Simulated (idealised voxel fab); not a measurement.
This section sets out a process module, namely voxel released beams.
Square cells of 5 nm make up the cross-section cut, whose width is 145 nm.
We lay out every cross-section as a grid of square cells and spell it out in bands from the top down, where one band means one or more rows of cells. What a band's entry tells you: where the top is and where the bottom is, as heights in nm, and after that what lies inside, material by material from left to right, each with its width in nm. Empty space is written as the word "blank", and a single material marked with the word "throughout" occupies the band from edge to edge. The reference from which all heights are counted is 0, the level beneath which the as-received wafer is entirely one material; the lowest band, having no lower bound, proceeds downward and is written after the example "0 nm and below". Width: "30 to 40" (first number = top row, second number = bottom row, same change from row to row of cells). "nothing was modified" for a step: no cell of the cross-section changed in that step. The label "Closed void table" introduces a list of the empty spaces, 8 cells or larger, that have no open way up to the top; each entry in it reads width x height at distance, where the distance is taken from the left edge and all three are stated in nm. The remark found on a step's line after its settings is issued by the simulator itself and pertains to that step. The setting "overlay nm" may be written on the line of a step. When the step uses a mask, the value reports how far to the right of the planned place the mask lay, and a negative value reports that it lay to the left.

## List of planned process steps
| 1 | RECEIVE (material Si) |
| 2 | CONFORMAL_DEP (material Al2O3; thk nm 5) |
| 3 | DIRECTIONAL_DEP (material SiO2; thk nm 15) |
| 4 | PATTERN (tone open; mask id ANCHOR; material resist; width nm 45; thk nm 15; overlay nm 0) |
| 5 | DIRECTIONAL_ETCH (etch materials SiO2; depth nm 15) |
| 6 | STRIP (etch materials resist) |
| 7 | CONFORMAL_DEP (material W; thk nm 15) |
| 8 | MASKED_ETCH (tone cover; mask id BEAM; width nm 95; etch materials W; depth nm 15; overlay nm 0) |
| 9 | STRIP (etch materials SiO2) |

## First wafer, two in total, run as planned

## as received, after step 1
  0 nm and below  Si throughout
  Closed void table: none

## Once step 2 is through, the wafer looks like this in cross-section
  5 nm to 0 nm  Al2O3 throughout
  Nothing below the height 0 has changed.

## Once step 3 is through, the wafer looks like this in cross-section
  20 nm to 5 nm  SiO2 throughout
  Nothing below the height 5 has changed.

## Once step 4 is through, the wafer looks like this in cross-section
  35 nm to 20 nm  resist (25) | blank (45) | resist (75)
  Nothing below the height 20 has changed.

## Once step 5 is through, the wafer looks like this in cross-section
  35 nm to 20 nm  resist (25) | blank (45) | resist (75)
  20 nm to 5 nm  SiO2 (25) | blank (45) | SiO2 (75)
  Nothing below the height 5 has changed.

## Once step 6 is through, the wafer looks like this in cross-section
  20 nm to 5 nm  SiO2 (25) | blank (45) | SiO2 (75)
  Nothing below the height 5 has changed.

## Once step 7 is through, the wafer looks like this in cross-section
  35 nm to 20 nm  W (40) | blank (15) | W (90)
  20 nm to 5 nm  SiO2 (25) | W (45) | SiO2 (75)
  Nothing below the height 5 has changed.

## Once step 8 is through, the wafer looks like this in cross-section
  35 nm to 20 nm  blank (20) | W (20) | blank (15) | W (60) | blank (30)
  Nothing below the height 20 has changed.

## Once step 9 is through, the wafer looks like this in cross-section
  35 nm to 20 nm  blank (20) | W (20) | blank (15) | W (60) | blank (30)
  20 nm to 5 nm  blank (25) | W (45) | blank (75)
  Nothing below the height 5 has changed.

## Notes, second wafer: start = first wafer's, plan = first wafer's, execution had one mistake; history identical to first through step 1

Second wafer profile in section, at the moment step 2 of the plan was meant to be complete: nothing was modified

## Second wafer profile in section, at the moment step 3 of the plan was meant to be complete
  15 nm to 0 nm  SiO2 throughout
  Nothing below the height 0 has changed.

## Second wafer profile in section, at the moment step 4 of the plan was meant to be complete
  30 nm to 15 nm  resist (25) | blank (45) | resist (75)
  Nothing below the height 15 has changed.

## Second wafer profile in section, at the moment step 5 of the plan was meant to be complete
  30 nm to 15 nm  resist (25) | blank (45) | resist (75)
  15 nm to 0 nm  SiO2 (25) | blank (45) | SiO2 (75)
  Nothing below the height 0 has changed.

## Second wafer profile in section, at the moment step 6 of the plan was meant to be complete
  15 nm to 0 nm  SiO2 (25) | blank (45) | SiO2 (75)
  Nothing below the height 0 has changed.

## Second wafer profile in section, at the moment step 7 of the plan was meant to be complete
  30 nm to 15 nm  W (40) | blank (15) | W (90)
  15 nm to 0 nm  SiO2 (25) | W (45) | SiO2 (75)
  Nothing below the height 0 has changed.

## Second wafer profile in section, at the moment step 8 of the plan was meant to be complete
  30 nm to 15 nm  blank (20) | W (20) | blank (15) | W (60) | blank (30)
  Nothing below the height 15 has changed.

## Second wafer profile in section, at the moment step 9 of the plan was meant to be complete
  30 nm to 15 nm  blank (20) | W (20) | blank (15) | W (60) | blank (30)
  15 nm to 0 nm  blank (25) | W (45) | blank (75)
  Nothing below the height 0 has changed.
Run error: plan step 2 was not performed, having been skipped
Bottom line after processing is that, in cells, the second wafer is up or down on some materials versus the first: Al2O3: 29 fewer
